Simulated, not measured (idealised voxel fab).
Presented below is a process module, voxel ribs on slabs.
The width of the displayed cross-section, cut, is 225 nm; its cells are square, with a size of 5 nm.
When this document writes out a cross-section, it uses a grid of square cells and lists it as bands, beginning at the top and moving down, with a band standing for one or more rows of cells. Quick guide to a band line: top height, bottom height (nm) up front; then every material left to right with its width in nm. Only one material and it's marked "full width"? Then it fills the band edge to edge. And "empty" just means empty space. The level at which height equals 0 is the one under which the wafer, as it arrives, is entirely one material. No lower edge exists for the bottom band, which continues downward and is notated as in "z 0 and below". The notation "30->40" denotes a width that varies across the rows of cells in the band, beginning at the first number in the top row, finishing at the second number in the bottom row, and changing by an identical amount from each row to the next. Step note "nothing different" = no cross-section cell changed. This entry, "Sealed void inventory", enumerates those empty regions of no fewer than 8 cells that possess no open connection to the top. Each region is reported in the form width x height at distance, the distance being taken from the left edge, with all three quantities expressed in nm. Formally, on a step line, whatever follows the settings is a remark that the simulator itself makes on the step. Among the settings permitted on a step's line is "overlay nm"; applied to a step with a mask, it specifies the extent to which the mask lay to the right of its planned position, whereas a negative figure signifies a position to the left.

STEPS PLANNED FOR THE PROCESS
1. RECEIVE (material Si)
2. DIRECTIONAL_DEP (material SiO2; thk nm 20)
3. DIRECTIONAL_DEP (material SiN; thk nm 15)
4. PATTERN (tone cover; mask id RIB; material resist; width nm 15; thk nm 20; overlay nm 0)
5. DIRECTIONAL_ETCH (etch materials SiN; depth nm 10)
6. STRIP (etch materials resist)
7. PATTERN (tone cover; mask id SLAB; material resist; width nm 65; thk nm 20; overlay nm 0)
8. DIRECTIONAL_ETCH (etch materials SiN; depth nm 5)
9. STRIP (etch materials resist)
10. FILL_DEP (material SiO2; thk nm 20)
11. CMP (height nm 50)
12. DIRECTIONAL_DEP (material TiN; thk nm 10)
13. PATTERN (tone cover; mask id HEATER; material resist; width nm 25; thk nm 15; overlay nm 0)
14. DIRECTIONAL_ETCH (etch materials TiN; depth nm 10)
15. STRIP (etch materials resist)
16. CONFORMAL_DEP (material SiN; thk nm 10)

HERE'S WHAT THE WAFER LOOKED LIKE IN CROSS-SECTION WHEN IT ARRIVED - THAT'S AFTER STEP 1
* z 0 and below  Si full width
* Sealed void inventory: none

CROSS-SECTION: FIRST OF TWO WAFERS, MODULE FINISHED, RUN ACCORDING TO PLAN
* z 70 to 60  empty 90 nm | SiN 45 nm | empty 90 nm
* z 60 to 50  SiN 100 nm | TiN 25 nm | SiN 100 nm
* z 50 to 35  SiO2 full width
* z 35 to 25  SiO2 105 nm | SiN 15 nm | SiO2 105 nm
* z 25 to 20  SiO2 80 nm | SiN 65 nm | SiO2 80 nm
* z 20 to 0  SiO2 full width
* z 0 and below  Si full width
* Sealed void inventory: none

CROSS-SECTION, WAFER TWO OF TWO, END OF MODULE: SAME START AND PLAN AS WAFER ONE, ONE ERROR IN EXECUTION
* z 70 to 60  empty 90 nm | SiN 45 nm | empty 90 nm
* z 60 to 50  SiN 100 nm | TiN 25 nm | SiN 100 nm
* z 50 to 35  SiO2 full width
* z 35 to 30  SiO2 80 nm | SiN 25 nm | SiO2 15 nm | SiN 25 nm | SiO2 80 nm
* z 30 to 25  SiN 105 nm | SiO2 15 nm | SiN 105 nm
* z 25 to 20  SiN full width
* z 20 to 0  SiO2 full width
* z 0 and below  Si full width
* Sealed void inventory: none
Diagnosis: for step 4, the planned setting was not used; the step was instead run as PATTERN (tone open; mask id RIB; material resist; width nm 15; thk nm 20; overlay nm 0)
Per the end-of-run cell counts, the second wafer holds more or fewer of some materials than the first: SiN +78 | SiO2 -78
